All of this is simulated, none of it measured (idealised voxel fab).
Title: Process Module voxel capacitor over wiring
cross-section cut | 235 nm wide | cells 5 nm
We lay out every cross-section as a grid of square cells and spell it out in bands from the top down, where one band means one or more rows of cells.
For a band, the entry starts with two heights in nm, that of the top and then that of the bottom, and carries on with the band's materials in order from left to right, each alongside its width in nm; the word "all across" beside a single material means it fills the band edge to edge, and "blank" means empty space.
We count height from 0. Below that, the starting wafer is all one material. The lowest band never ends at the bottom but goes on down; see "0 and below" for how that is written.
With a width like "30 to 40", each row of cells in the band differs from the next by the same amount, the top row carrying the first number and the bottom row the second.
Given "remains unaltered" for a step, no cell of the cross-section differs between before and after that step.
"Enclosed internal cavities" specifies each empty space that is not open to the top and that occupies no fewer than 8 cells, using the form width x height at distance, the distance measured from the left edge and all three quantities in nm.
Where a step's line continues beyond its settings, the continuation is a remark by the simulator itself on that step.
The line of a step may include "overlay nm". On a step with a mask, this value is how far to the right of its planned place the mask lay. A negative value means the mask lay to the left.

## The steps planned for the process are as follows
| 1 | RECEIVE with material Si |
| 2 | CONFORMAL_DEP with material SiO2, thk nm 10 |
| 3 | DIRECTIONAL_DEP with material TiN, thk nm 5 |
| 4 | DIRECTIONAL_DEP with material Ru, thk nm 25 |
| 5 | DIRECTIONAL_DEP with material aC, thk nm 10 |
| 6 | PATTERN with tone cover, mask id METAL_1, material resist, width nm 30, pitch nm 85, thk nm 30, overlay nm 0 |
| 7 | DIRECTIONAL_ETCH with etch materials aC, depth nm 10 |
| 8 | STRIP with etch materials resist |
| 9 | DIRECTIONAL_ETCH with etch materials Ru, depth nm 25 |
| 10 | DIRECTIONAL_ETCH with etch materials TiN, depth nm 5 |
| 11 | STRIP with etch materials aC |
| 12 | CONFORMAL_DEP with material SiCN, thk nm 5 |
| 13 | FILL_DEP with material lowk, thk nm 5 |
| 14 | CMP with height nm 40 |
| 15 | CONFORMAL_DEP with material SiCN, thk nm 5 |
| 16 | DIRECTIONAL_DEP with material SiO2, thk nm 10 |
| 17 | MASKED_ETCH with tone open, mask id PLUG_1, width nm 15, etch materials SiO2, depth nm 10, overlay nm 0 |
| 18 | MASKED_ETCH with tone open, mask id PLUG_1, width nm 15, etch materials SiCN, depth nm 5, overlay nm 0 |
| 19 | EPI with material Ru, thk nm 10 |
| 20 | EPI with material Ru, thk nm 5 |
| 21 | DIRECTIONAL_DEP with material TiN, thk nm 10 |
| 22 | DIRECTIONAL_DEP with material Al2O3, thk nm 5 |
| 23 | DIRECTIONAL_DEP with material TiN, thk nm 5 |
| 24 | DIRECTIONAL_DEP with material aC, thk nm 10 |
| 25 | PATTERN with tone cover, mask id UPPER_PLATE, material resist, width nm 60, thk nm 30, overlay nm 0 |
| 26 | DIRECTIONAL_ETCH with etch materials aC, depth nm 10 |
| 27 | STRIP with etch materials resist |
| 28 | DIRECTIONAL_ETCH with etch materials TiN, depth nm 5 |
| 29 | DIRECTIONAL_ETCH with etch materials Al2O3, depth nm 5 |
| 30 | STRIP with etch materials aC |
| 31 | MASKED_ETCH with tone cover, mask id LOWER_PLATE, width nm 70, etch materials TiN, depth nm 10, overlay nm 0 |
| 32 | FILL_DEP with material SiO2, thk nm 20 |
| 33 | CMP with height nm 90 |
| 34 | DIRECTIONAL_DEP with material aC, thk nm 15 |
| 35 | PATTERN with tone open, mask id PLUG_2, material resist, width nm 15, thk nm 30, overlay nm 0 |
| 36 | DIRECTIONAL_ETCH with etch materials aC, depth nm 15 |
| 37 | STRIP with etch materials resist |
| 38 | DIRECTIONAL_ETCH with etch materials SiO2, depth nm 15 |
| 39 | STRIP with etch materials aC |
| 40 | CONFORMAL_DEP with material TiN, thk nm 5 |
| 41 | FILL_DEP with material W, thk nm 5 |
| 42 | CMP with height nm 90 |
| 43 | CONFORMAL_DEP with material SiCN, thk nm 5 |

## As-received state of the wafer in cross-section, equivalent to post-step 1
> 0 and below: Si all across
> Enclosed internal cavities: none

## Figure: cross-sectional view of the wafer upon completion of the module, processed from the initial state and according to the plan depicted above, with one error introduced during execution
> 95 down to 90: SiCN all across
> 90 down to 80: SiO2=85 | TiN=5 | W=5 | TiN=5 | SiO2=135
> 80 down to 70: SiO2=85 to 75 | TiN=15 to 60 | SiO2=135 to 100
> 70 down to 65: SiO2=75 | Al2O3=60 | SiO2=100
> 65 down to 55: SiO2=70 | TiN=70 | SiO2=95
> 55 down to 45: SiO2=75 | Ru=15 | SiO2=145
> 45 down to 40: SiCN=75 | Ru=15 | SiCN=145
> 40 down to 15: lowk=45 | SiCN=5 | Ru=30 | SiCN=5 | lowk=45 | SiCN=5 | Ru=30 | SiCN=5 | lowk=65
> 15 down to 10: SiCN=50 | TiN=30 | SiCN=55 | TiN=30 | SiCN=70
> 10 down to 0: SiO2 all across
> 0 and below: Si all across
> Enclosed internal cavities: none
What went wrong in running the wafer? step 6 did not happen as planned, as run it was PATTERN with tone cover, mask id METAL_1, material resist, width nm 30, pitch nm 85, thk nm 30, overlay nm -10
